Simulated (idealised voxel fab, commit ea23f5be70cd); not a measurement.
process module | voxel plated lines
cross-section cut | 285 nm wide | cells 5 nm
A cross-section is a grid of square cells, given in bands from the top down. A band is one or more rows of cells.
Each band's line starts with the height of the band's top and of its bottom, in nm. Then come its materials from left to right, each with its width in nm. One material with "throughout" fills the band from edge to edge. "air" is empty space.
Height 0 is the level under which the wafer as received is all one material. The lowest band goes on downwards, as in "0 down".
A width such as "30 to 40" changes by the same amount from each row of cells to the next, from the band's top row to its bottom row.
"no change" after a step means that no cell of the cross-section changed.
closed voids: empty space of 8 cells or more with no open way to the top, each as width x height at its distance from the left edge, in nm
after a step's settings: what the simulator itself notes on the step
overlay nm, on a step with a mask: how far to the right of its planned place the mask lay; to the left if negative
plan
1 op RECEIVE | material Si
2 op CONFORMAL_DEP | material SiN | thk nm 10
3 op DIRECTIONAL_DEP | material TiN | thk nm 5
4 op PATTERN | tone open | mask id LINES | material resist | width nm 30 | pitch nm 60 | thk nm 15 | overlay nm 0
5 op EPI | material Ru | thk nm 10
6 op STRIP | etch materials resist
7 op DIRECTIONAL_ETCH | etch materials TiN | depth nm 5
8 op CONFORMAL_DEP | material SiN | thk nm 10
as received, after step 1
  0 down: Si throughout
  closed voids: none
a wafer at the end: this start, this plan, one mistake
  25 to 5: SiN throughout
  5 to 0: TiN throughout
  0 down: Si throughout
  closed voids: none
what went wrong: steps 2 and 3 were swapped
